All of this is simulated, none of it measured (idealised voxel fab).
process module | voxel self aligned vias
cross-section cut | 230 nm wide | cells 5 nm
A cross-section is a grid of square cells, given in bands from the top down. A band is one or more rows of cells.
Each band's line starts with the height of the band's top and of its bottom, in nm. Then come its materials from left to right, each with its width in nm. One material with "throughout" fills the band from edge to edge. "air" is empty space.
Height 0 is the level under which the wafer as received is all one material. The lowest band goes on downwards, as in "0 down".
A width such as "30 to 40" changes by the same amount from each row of cells to the next, from the band's top row to its bottom row.
"no change" after a step means that no cell of the cross-section changed.
closed voids: empty space of 8 cells or more with no open way to the top, each as width x height at its distance from the left edge, in nm
after a step's settings: what the simulator itself notes on the step
overlay nm, on a step with a mask: how far to the right of its planned place the mask lay; to the left if negative
plan
1 op RECEIVE | material Si
2 op CONFORMAL_DEP | material SiO2 | thk nm 10
3 op CONFORMAL_DEP | material SiCN | thk nm 5
4 op DIRECTIONAL_DEP | material SiO2 | thk nm 25
5 op PATTERN | tone open | mask id LINES | material resist | width nm 20 | pitch nm 55 | thk nm 20 | overlay nm 0
6 op DIRECTIONAL_ETCH | etch materials SiO2 | depth nm 25
7 op STRIP | etch materials resist
8 op CONFORMAL_DEP | material TiN | thk nm 5
9 op FILL_DEP | material W | thk nm 5
10 op CMP | height nm 40
11 op SELECTIVE_ETCH | etch materials W Ru TiN | depth nm 10
12 op FILL_DEP | material SiN | thk nm 10
13 op CMP | height nm 40
14 op DIRECTIONAL_DEP | material SiO2 | thk nm 20
15 op DIRECTIONAL_DEP | material aC | thk nm 15
16 op PATTERN | tone open | mask id VIAS | material resist | width nm 40 | pitch nm 55 | thk nm 30 | overlay nm 0
17 op DIRECTIONAL_ETCH | etch materials aC | depth nm 15
18 op STRIP | etch materials resist
19 op DIRECTIONAL_ETCH | etch materials SiO2 | depth nm 20
20 op DIRECTIONAL_ETCH | etch materials SiN | depth nm 10
21 op STRIP | etch materials aC
22 op CONFORMAL_DEP | material TiN | thk nm 5
23 op FILL_DEP | material Ru | thk nm 5
24 op CMP | height nm 60
25 op CONFORMAL_DEP | material SiCN | thk nm 5
varied across the wafers: thk nm of step 3. The plan shows the first wafer's value. All wafers start alike
first wafer as received, after step 1
  0 down: Si throughout
  closed voids: none
each wafer at the end: cells of each material gained (+) or lost (-) since it was received, then its closed voids
thk nm 5 | +44 Ru | +92 SiCN | +402 SiO2 | +52 TiN | +8 W | closed voids: none
thk nm 10 | +44 Ru | +138 SiCN | +364 SiO2 | +48 TiN | +4 W | closed voids: none
thk nm 15 | +44 Ru | +184 SiCN | +326 SiO2 | +44 TiN | closed voids: none
thk nm 20 | +44 Ru | +230 SiCN | +288 SiO2 | +36 TiN | closed voids: none
